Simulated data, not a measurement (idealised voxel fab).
process module | voxel tone inversion
cross-section cut | 275 nm wide | cells 5 nm
A cross-section is a grid of square cells, given in bands from the top down. A band is one or more rows of cells.
Each band's line starts with the height of the band's top and of its bottom, in nm. Then come its materials from left to right, each with its width in nm. One material with "throughout" fills the band from edge to edge. "air" is empty space.
Height 0 is the level under which the wafer as received is all one material. The lowest band goes on downwards, as in "0 down".
A width such as "30 to 40" changes by the same amount from each row of cells to the next, from the band's top row to its bottom row.
"no change" after a step means that no cell of the cross-section changed.
closed voids: empty space of 8 cells or more with no open way to the top, each as width x height at its distance from the left edge, in nm
after a step's settings: what the simulator itself notes on the step
overlay nm, on a step with a mask: how far to the right of its planned place the mask lay; to the left if negative
plan
1 op RECEIVE | material Si
2 op CONFORMAL_DEP | material SiCN | thk nm 5
3 op DIRECTIONAL_DEP | material aC | thk nm 25
4 op PATTERN | tone cover | mask id POSTS | material resist | width nm 25 | pitch nm 55 | thk nm 30 | overlay nm -15
5 op DIRECTIONAL_ETCH | etch materials aC | depth nm 25
6 op STRIP | etch materials resist
7 op FILL_DEP | material SiO2 | thk nm 10
8 op CMP | height nm 30
9 op STRIP | etch materials aC
varied across the wafers: overlay nm of step 4. The plan shows the first wafer's value. All wafers start alike
first wafer as received, after step 1
  0 down: Si throughout
  closed voids: none
each wafer at the end: cells of each material gained (+) or lost (-) since it was received, then its closed voids
overlay nm -15 | +55 SiCN | +175 SiO2 | closed voids: none
overlay nm -10 | +55 SiCN | +175 SiO2 | closed voids: none
overlay nm -5 | +55 SiCN | +175 SiO2 | closed voids: none
overlay nm 0 | +55 SiCN | +175 SiO2 | closed voids: none
overlay nm 5 | +55 SiCN | +175 SiO2 | closed voids: none
overlay nm 10 | +55 SiCN | +175 SiO2 | closed voids: none
overlay nm 15 | +55 SiCN | +175 SiO2 | closed voids: none
